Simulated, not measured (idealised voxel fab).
The name of this process module is voxel self aligned contacts.
The width of the displayed cross-section, cut, is 230 nm; its cells are square, with a size of 5 nm.
Bands, listed from the top down, are how a cross-section gets written in this document; the cross-section itself is a grid of square cells, and a band is one or more rows of them.
The band entry comprises the height of the band's top followed by the height of its bottom, expressed in nm, and subsequently the band's materials from left to right, each stated together with its width in nm. Where a single material is marked with the word "throughout", that material fills the band from edge to edge. The word "blank" represents empty space.
Height reference: 0 = level under which incoming wafer is all one material. Lowest band: no bottom, runs on downward, e.g. "z 0 and below".
Read "30 to 40" as a graded width: first number on top, second number at the bottom, same change between each pair of neighbouring rows.
Where the words "no modifications" appear for a step, the cross-section shows no cell changed by that step; every cell remained as before.
So "Completely sealed voids" is basically the list of trapped voids: any empty space of 8 cells or more that can't reach the top through an opening. They're written width x height at distance, the distance being from the left edge, and it's all nm.
What comes after the settings on a step's line is commentary from the simulator itself on that step.
Regarding "overlay nm": on a step with a mask, it is the distance the mask lay to the right of its planned place; a negative value places it to the left.

**Process steps - plan**
| 1 | RECEIVE | material Si |
| 2 | CONFORMAL_DEP | material SiO2 | thk nm 5 |
| 3 | DIRECTIONAL_DEP | material polySi | thk nm 20 |
| 4 | DIRECTIONAL_DEP | material SiN | thk nm 15 |
| 5 | DIRECTIONAL_DEP | material aC | thk nm 15 |
| 6 | PATTERN | tone cover | mask id GATE | material resist | width nm 30 | pitch nm 55 | thk nm 30 | overlay nm 0 |
| 7 | DIRECTIONAL_ETCH | etch materials aC | depth nm 15 |
| 8 | STRIP | etch materials resist |
| 9 | DIRECTIONAL_ETCH | etch materials SiN | depth nm 15 |
| 10 | DIRECTIONAL_ETCH | etch materials polySi | depth nm 20 |
| 11 | STRIP | etch materials aC |
| 12 | CONFORMAL_DEP | material SiN | thk nm 5 |
| 13 | DIRECTIONAL_ETCH | etch materials SiN | depth nm 5 |
| 14 | FILL_DEP | material SiO2 | thk nm 15 |
| 15 | CMP | height nm 50 |
| 16 | DIRECTIONAL_DEP | material aC | thk nm 15 |
| 17 | PATTERN | tone open | mask id CONTACT | material resist | width nm 35 | pitch nm 55 | thk nm 35 | overlay nm 0 |
| 18 | DIRECTIONAL_ETCH | etch materials aC | depth nm 15 |
| 19 | STRIP | etch materials resist |
| 20 | DIRECTIONAL_ETCH | etch materials SiO2 | depth nm 50 |
| 21 | STRIP | etch materials aC |
| 22 | CONFORMAL_DEP | material TiN | thk nm 5 |
| 23 | FILL_DEP | material Ru | thk nm 5 |
| 24 | CMP | height nm 50 |
| 25 | CONFORMAL_DEP | material SiCN | thk nm 5 |

**First wafer of two (run as planned)**

**Here's what the wafer looked like in cross-section when it arrived - that's after step 1**
- z 0 and below: Si throughout
- Completely sealed voids: none

**How the wafer stands in section after step 2**
- z 5 to 0: SiO2 throughout
- Whatever lies below 0 is exactly as it was before.

**How the wafer stands in section after step 3**
- z 25 to 5: polySi throughout
- Whatever lies below 5 is exactly as it was before.

**How the wafer stands in section after step 4**
- z 40 to 25: SiN throughout
- Whatever lies below 25 is exactly as it was before.

**How the wafer stands in section after step 5**
- z 55 to 40: aC throughout
- Whatever lies below 40 is exactly as it was before.

**How the wafer stands in section after step 6**
- z 85 to 55: blank: 45  resist: 30  blank: 25  resist: 30  blank: 25  resist: 30  blank: 45
- Whatever lies below 55 is exactly as it was before.

**How the wafer stands in section after step 7**
- z 70 to 55: blank: 45  resist: 30  blank: 25  resist: 30  blank: 25  resist: 30  blank: 45
- z 55 to 40: blank: 45  aC: 30  blank: 25  aC: 30  blank: 25  aC: 30  blank: 45
- Whatever lies below 40 is exactly as it was before.

**How the wafer stands in section after step 8**
- z 55 to 40: blank: 45  aC: 30  blank: 25  aC: 30  blank: 25  aC: 30  blank: 45
- Whatever lies below 40 is exactly as it was before.

**How the wafer stands in section after step 9**
- z 55 to 40: blank: 45  aC: 30  blank: 25  aC: 30  blank: 25  aC: 30  blank: 45
- z 40 to 25: blank: 45  SiN: 30  blank: 25  SiN: 30  blank: 25  SiN: 30  blank: 45
- Whatever lies below 25 is exactly as it was before.

**How the wafer stands in section after step 10**
- z 55 to 40: blank: 45  aC: 30  blank: 25  aC: 30  blank: 25  aC: 30  blank: 45
- z 40 to 25: blank: 45  SiN: 30  blank: 25  SiN: 30  blank: 25  SiN: 30  blank: 45
- z 25 to 5: blank: 45  polySi: 30  blank: 25  polySi: 30  blank: 25  polySi: 30  blank: 45
- Whatever lies below 5 is exactly as it was before.

**How the wafer stands in section after step 11**
- z 40 to 25: blank: 45  SiN: 30  blank: 25  SiN: 30  blank: 25  SiN: 30  blank: 45
- Whatever lies below 25 is exactly as it was before.

**How the wafer stands in section after step 12**
- z 45 to 25: blank: 40  SiN: 40  blank: 15  SiN: 40  blank: 15  SiN: 40  blank: 40
- z 25 to 10: blank: 40  SiN: 5  polySi: 30  SiN: 5  blank: 15  SiN: 5  polySi: 30  SiN: 5  blank: 15  SiN: 5  polySi: 30  SiN: 5  blank: 40
- z 10 to 5: SiN: 45  polySi: 30  SiN: 25  polySi: 30  SiN: 25  polySi: 30  SiN: 45
- Whatever lies below 5 is exactly as it was before.

**How the wafer stands in section after step 13**
- z 40 to 25: blank: 40  SiN: 40  blank: 15  SiN: 40  blank: 15  SiN: 40  blank: 40
- z 25 to 5: blank: 40  SiN: 5  polySi: 30  SiN: 5  blank: 15  SiN: 5  polySi: 30  SiN: 5  blank: 15  SiN: 5  polySi: 30  SiN: 5  blank: 40
- Whatever lies below 5 is exactly as it was before.

**How the wafer stands in section after step 14**
- z 55 to 40: SiO2 throughout
- z 40 to 25: SiO2: 40  SiN: 40  SiO2: 15  SiN: 40  SiO2: 15  SiN: 40  SiO2: 40
- z 25 to 5: SiO2: 40  SiN: 5  polySi: 30  SiN: 5  SiO2: 15  SiN: 5  polySi: 30  SiN: 5  SiO2: 15  SiN: 5  polySi: 30  SiN: 5  SiO2: 40
- Whatever lies below 5 is exactly as it was before.

**How the wafer stands in section after step 15**
- z 50 to 40: SiO2 throughout
- Whatever lies below 40 is exactly as it was before.

**How the wafer stands in section after step 16**
- z 65 to 50: aC throughout
- Whatever lies below 50 is exactly as it was before.

**How the wafer stands in section after step 17**
- z 100 to 65: resist: 70  blank: 35  resist: 20  blank: 35  resist: 70
- Whatever lies below 65 is exactly as it was before.

**How the wafer stands in section after step 18**
- z 85 to 65: resist: 70  blank: 35  resist: 20  blank: 35  resist: 70
- z 65 to 50: aC: 70  blank: 35  aC: 20  blank: 35  aC: 70
- Whatever lies below 50 is exactly as it was before.

**How the wafer stands in section after step 19**
- z 65 to 50: aC: 70  blank: 35  aC: 20  blank: 35  aC: 70
- Whatever lies below 50 is exactly as it was before.

**How the wafer stands in section after step 20**
- z 65 to 50: aC: 70  blank: 35  aC: 20  blank: 35  aC: 70
- z 50 to 40: SiO2: 70  blank: 35  SiO2: 20  blank: 35  SiO2: 70
- z 40 to 25: SiO2: 40  SiN: 40  blank: 15  SiN: 40  blank: 15  SiN: 40  SiO2: 40
- z 25 to 5: SiO2: 40  SiN: 5  polySi: 30  SiN: 5  blank: 15  SiN: 5  polySi: 30  SiN: 5  blank: 15  SiN: 5  polySi: 30  SiN: 5  SiO2: 40
- z 5 to 0: SiO2: 80  blank: 15  SiO2: 40  blank: 15  SiO2: 80
- Whatever lies below 0 is exactly as it was before.

**How the wafer stands in section after step 21**
- z 50 to 40: SiO2: 70  blank: 35  SiO2: 20  blank: 35  SiO2: 70
- Whatever lies below 40 is exactly as it was before.

**How the wafer stands in section after step 22**
- z 55 to 50: TiN: 75  blank: 25  TiN: 30  blank: 25  TiN: 75
- z 50 to 40: SiO2: 70  TiN: 5 to 15  blank: 25 to 5  TiN: 5 to 15  SiO2: 20  TiN: 5 to 15  blank: 25 to 5  TiN: 5 to 15  SiO2: 70
- z 40 to 25: SiO2: 40  SiN: 40  TiN: 5  blank: 5  TiN: 5  SiN: 40  TiN: 5  blank: 5  TiN: 5  SiN: 40  SiO2: 40
- z 25 to 5: SiO2: 40  SiN: 5  polySi: 30  SiN: 5  TiN: 5  blank: 5  TiN: 5  SiN: 5  polySi: 30  SiN: 5  TiN: 5  blank: 5  TiN: 5  SiN: 5  polySi: 30  SiN: 5  SiO2: 40
- z 5 to 0: SiO2: 80  TiN: 15  SiO2: 40  TiN: 15  SiO2: 80
- Whatever lies below 0 is exactly as it was before.

**How the wafer stands in section after step 23**
- z 60 to 55: Ru throughout
- z 55 to 50: TiN: 75  Ru: 25  TiN: 30  Ru: 25  TiN: 75
- z 50 to 40: SiO2: 70  TiN: 5 to 15  Ru: 25 to 5  TiN: 5 to 15  SiO2: 20  TiN: 5 to 15  Ru: 25 to 5  TiN: 5 to 15  SiO2: 70
- z 40 to 25: SiO2: 40  SiN: 40  TiN: 5  Ru: 5  TiN: 5  SiN: 40  TiN: 5  Ru: 5  TiN: 5  SiN: 40  SiO2: 40
- z 25 to 5: SiO2: 40  SiN: 5  polySi: 30  SiN: 5  TiN: 5  Ru: 5  TiN: 5  SiN: 5  polySi: 30  SiN: 5  TiN: 5  Ru: 5  TiN: 5  SiN: 5  polySi: 30  SiN: 5  SiO2: 40
- Whatever lies below 5 is exactly as it was before.

**How the wafer stands in section after step 24**
- z 50 to 40: SiO2: 70  TiN: 5 to 15  Ru: 25 to 5  TiN: 5 to 15  SiO2: 20  TiN: 5 to 15  Ru: 25 to 5  TiN: 5 to 15  SiO2: 70
- Whatever lies below 40 is exactly as it was before.

**How the wafer stands in section after step 25**
- z 55 to 50: SiCN throughout
- Whatever lies below 50 is exactly as it was before.

**Wafer two of the pair: same origin, same plan, one error during the run; identical to wafer one up to and including step 1**

**Second wafer, section view, time point: scheduled end of step 2**
- z 20 to 0: polySi throughout
- Whatever lies below 0 is exactly as it was before.

**Second wafer, section view, time point: scheduled end of step 3**
- z 25 to 20: SiO2 throughout
- Whatever lies below 20 is exactly as it was before.

**Second wafer, section view, time point: scheduled end of step 4**
- z 40 to 25: SiN throughout
- Whatever lies below 25 is exactly as it was before.

**Second wafer, section view, time point: scheduled end of step 5**
- z 55 to 40: aC throughout
- Whatever lies below 40 is exactly as it was before.

**Second wafer, section view, time point: scheduled end of step 6**
- z 85 to 55: blank: 45  resist: 30  blank: 25  resist: 30  blank: 25  resist: 30  blank: 45
- Whatever lies below 55 is exactly as it was before.

**Second wafer, section view, time point: scheduled end of step 7**
- z 70 to 55: blank: 45  resist: 30  blank: 25  resist: 30  blank: 25  resist: 30  blank: 45
- z 55 to 40: blank: 45  aC: 30  blank: 25  aC: 30  blank: 25  aC: 30  blank: 45
- Whatever lies below 40 is exactly as it was before.

**Second wafer, section view, time point: scheduled end of step 8**
- z 55 to 40: blank: 45  aC: 30  blank: 25  aC: 30  blank: 25  aC: 30  blank: 45
- Whatever lies below 40 is exactly as it was before.

**Second wafer, section view, time point: scheduled end of step 9**
- z 55 to 40: blank: 45  aC: 30  blank: 25  aC: 30  blank: 25  aC: 30  blank: 45
- z 40 to 25: blank: 45  SiN: 30  blank: 25  SiN: 30  blank: 25  SiN: 30  blank: 45
- Whatever lies below 25 is exactly as it was before.

Second wafer, section view, time point: scheduled end of step 10: no modifications

**Second wafer, section view, time point: scheduled end of step 11**
- z 40 to 25: blank: 45  SiN: 30  blank: 25  SiN: 30  blank: 25  SiN: 30  blank: 45
- Whatever lies below 25 is exactly as it was before.

**Second wafer, section view, time point: scheduled end of step 12**
- z 45 to 30: blank: 40  SiN: 40  blank: 15  SiN: 40  blank: 15  SiN: 40  blank: 40
- z 30 to 25: SiN throughout
- Whatever lies below 25 is exactly as it was before.

**Second wafer, section view, time point: scheduled end of step 13**
- z 40 to 25: blank: 40  SiN: 40  blank: 15  SiN: 40  blank: 15  SiN: 40  blank: 40
- Whatever lies below 25 is exactly as it was before.

**Second wafer, section view, time point: scheduled end of step 14**
- z 55 to 40: SiO2 throughout
- z 40 to 25: SiO2: 40  SiN: 40  SiO2: 15  SiN: 40  SiO2: 15  SiN: 40  SiO2: 40
- Whatever lies below 25 is exactly as it was before.

**Second wafer, section view, time point: scheduled end of step 15**
- z 50 to 40: SiO2 throughout
- Whatever lies below 40 is exactly as it was before.

**Second wafer, section view, time point: scheduled end of step 16**
- z 65 to 50: aC throughout
- Whatever lies below 50 is exactly as it was before.

**Second wafer, section view, time point: scheduled end of step 17**
- z 100 to 65: resist: 70  blank: 35  resist: 20  blank: 35  resist: 70
- Whatever lies below 65 is exactly as it was before.

**Second wafer, section view, time point: scheduled end of step 18**
- z 85 to 65: resist: 70  blank: 35  resist: 20  blank: 35  resist: 70
- z 65 to 50: aC: 70  blank: 35  aC: 20  blank: 35  aC: 70
- Whatever lies below 50 is exactly as it was before.

**Second wafer, section view, time point: scheduled end of step 19**
- z 65 to 50: aC: 70  blank: 35  aC: 20  blank: 35  aC: 70
- Whatever lies below 50 is exactly as it was before.

**Second wafer, section view, time point: scheduled end of step 20**
- z 65 to 50: aC: 70  blank: 35  aC: 20  blank: 35  aC: 70
- z 50 to 40: SiO2: 70  blank: 35  SiO2: 20  blank: 35  SiO2: 70
- z 40 to 25: SiO2: 40  SiN: 40  blank: 15  SiN: 40  blank: 15  SiN: 40  SiO2: 40
- z 25 to 20: SiO2: 80  blank: 15  SiO2: 40  blank: 15  SiO2: 80
- Whatever lies below 20 is exactly as it was before.

**Second wafer, section view, time point: scheduled end of step 21**
- z 50 to 40: SiO2: 70  blank: 35  SiO2: 20  blank: 35  SiO2: 70
- Whatever lies below 40 is exactly as it was before.

**Second wafer, section view, time point: scheduled end of step 22**
- z 55 to 50: TiN: 75  blank: 25  TiN: 30  blank: 25  TiN: 75
- z 50 to 40: SiO2: 70  TiN: 5 to 15  blank: 25 to 5  TiN: 5 to 15  SiO2: 20  TiN: 5 to 15  blank: 25 to 5  TiN: 5 to 15  SiO2: 70
- z 40 to 25: SiO2: 40  SiN: 40  TiN: 5  blank: 5  TiN: 5  SiN: 40  TiN: 5  blank: 5  TiN: 5  SiN: 40  SiO2: 40
- z 25 to 20: SiO2: 80  TiN: 15  SiO2: 40  TiN: 15  SiO2: 80
- Whatever lies below 20 is exactly as it was before.

**Second wafer, section view, time point: scheduled end of step 23**
- z 60 to 55: Ru throughout
- z 55 to 50: TiN: 75  Ru: 25  TiN: 30  Ru: 25  TiN: 75
- z 50 to 40: SiO2: 70  TiN: 5 to 15  Ru: 25 to 5  TiN: 5 to 15  SiO2: 20  TiN: 5 to 15  Ru: 25 to 5  TiN: 5 to 15  SiO2: 70
- z 40 to 25: SiO2: 40  SiN: 40  TiN: 5  Ru: 5  TiN: 5  SiN: 40  TiN: 5  Ru: 5  TiN: 5  SiN: 40  SiO2: 40
- Whatever lies below 25 is exactly as it was before.

**Second wafer, section view, time point: scheduled end of step 24**
- z 50 to 40: SiO2: 70  TiN: 5 to 15  Ru: 25 to 5  TiN: 5 to 15  SiO2: 20  TiN: 5 to 15  Ru: 25 to 5  TiN: 5 to 15  SiO2: 70
- Whatever lies below 40 is exactly as it was before.

**Second wafer, section view, time point: scheduled end of step 25**
- z 55 to 50: SiCN throughout
- Whatever lies below 50 is exactly as it was before.
Short version of what went wrong: plan vs actual: 2 and 3 interchanged
Final difference in cells, second wafer against first, listed per material as more or fewer: 8 fewer of Ru, 24 fewer of SiN, 64 fewer of SiO2, 16 fewer of TiN, 112 more of polySi
